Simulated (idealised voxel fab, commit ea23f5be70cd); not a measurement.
Name of the process module below: voxel self aligned vias
The figure presents cross-section cut, which has a width of 285 nm and is divided into square cells with an edge length of 5 nm.
The cross-sections in this document take the form of a grid made of square cells. They are written out as bands, in order from top to bottom. Each band consists of one or more rows of cells.
Per band: top height and bottom height in nm, followed by the left-to-right materials and their widths in nm; "all across" marks a single material spanning edge to edge, "blank" marks empty space.
Heads up on the height convention: 0 is the point under which the incoming wafer is all one material, and the lowest band has no bottom, it just keeps going down, like "0 down".
Per-row width for "30..40": begins at first number (top row of band), ends at second number (bottom row), increment between rows held constant.
"no change", as given for a step, is the statement that not any cell of the cross-section underwent a change during that step.
Voids not open to the top, 8 cells minimum: see "Enclosed void list". Written width x height at distance; distance is from the left edge; nm.
Formally, on a step line, whatever follows the settings is a remark that the simulator itself makes on the step.
For masked steps, "overlay nm" on the step line gives how far right of plan the mask actually lay; a minus sign means it lay to the left.

**List of planned process steps**
1: RECEIVE (material Si)
2: CONFORMAL_DEP (material SiO2; thk nm 10)
3: CONFORMAL_DEP (material SiCN; thk nm 5)
4: DIRECTIONAL_DEP (material lowk; thk nm 25)
5: MASKED_ETCH (tone open; mask id LINES; width nm 20; pitch nm 45; etch materials lowk; depth nm 25; overlay nm 0)
6: CONFORMAL_DEP (material TiN; thk nm 5)
7: FILL_DEP (material W; thk nm 10)
8: CMP (height nm 40)
9: SELECTIVE_ETCH (etch materials W Ru TiN; depth nm 5)
10: FILL_DEP (material SiN; thk nm 5)
11: CMP (height nm 40)
12: DIRECTIONAL_DEP (material lowk; thk nm 20)
13: DIRECTIONAL_DEP (material aC; thk nm 10)
14: PATTERN (tone open; mask id VIAS; material resist; width nm 30; pitch nm 90; thk nm 30; overlay nm 0)
15: DIRECTIONAL_ETCH (etch materials aC; depth nm 10)
16: STRIP (etch materials resist)
17: DIRECTIONAL_ETCH (etch materials lowk; depth nm 20)
18: DIRECTIONAL_ETCH (etch materials SiN; depth nm 5)
19: STRIP (etch materials aC)
20: CONFORMAL_DEP (material TiN; thk nm 5)
21: FILL_DEP (material Ru; thk nm 5)
22: CMP (height nm 60)
23: CONFORMAL_DEP (material SiCN; thk nm 5)

**Cross-section: wafer on arrival = after step 1**
> 0 down = Si all across
> Enclosed void list: none

**Sectioned view, first of two wafers, at the close of the module, processed as intended in the plan**
> 65 to 60 = SiCN all across
> 60 to 45 = 80 of lowk / 5 of TiN / 20 of Ru / 5 of TiN / 60 of lowk / 5 of TiN / 20 of Ru / 5 of TiN / 85 of lowk
> 45 to 40 = 80 of lowk / 10 of TiN / 10 of Ru / 10 of TiN / 60 of lowk / 10 of TiN / 10 of Ru / 10 of TiN / 85 of lowk
> 40 to 35 = 85 of lowk / 20 of TiN / 25 of lowk / 20 of SiN / 25 of lowk / 20 of TiN / 90 of lowk
> 35 to 20 = 85 of lowk / 5 of TiN / 10 of W / 5 of TiN / 25 of lowk / 5 of TiN / 10 of W / 5 of TiN / 25 of lowk / 5 of TiN / 10 of W / 5 of TiN / 90 of lowk
> 20 to 15 = 85 of lowk / 20 of TiN / 25 of lowk / 20 of TiN / 25 of lowk / 20 of TiN / 90 of lowk
> 15 to 10 = SiCN all across
> 10 to 0 = SiO2 all across
> 0 down = Si all across
> Enclosed void list: none

**Second wafer of the two, sectioned at the end of the module. It began like the first and followed the same plan, but one mistake was made while running it**
> 65 to 60 = SiCN all across
> 60 to 45 = 80 of lowk / 5 of TiN / 20 of Ru / 5 of TiN / 60 of lowk / 5 of TiN / 20 of Ru / 5 of TiN / 85 of lowk
> 45 to 40 = 80 of lowk / 30 of TiN / 60 of lowk / 30 of TiN / 85 of lowk
> 40 to 35 = SiCN all across
> 35 to 10 = lowk all across
> 10 to 0 = SiO2 all across
> 0 down = Si all across
> Enclosed void list: none
Diagnosis: steps 3 and 4 of the plan were each performed in the slot designated for the other
Final wafer comparison in cells, second versus first, more or fewer per material: 4 fewer of Ru, 4 fewer of SiN, 34 fewer of TiN, 18 fewer of W, 60 more of lowk
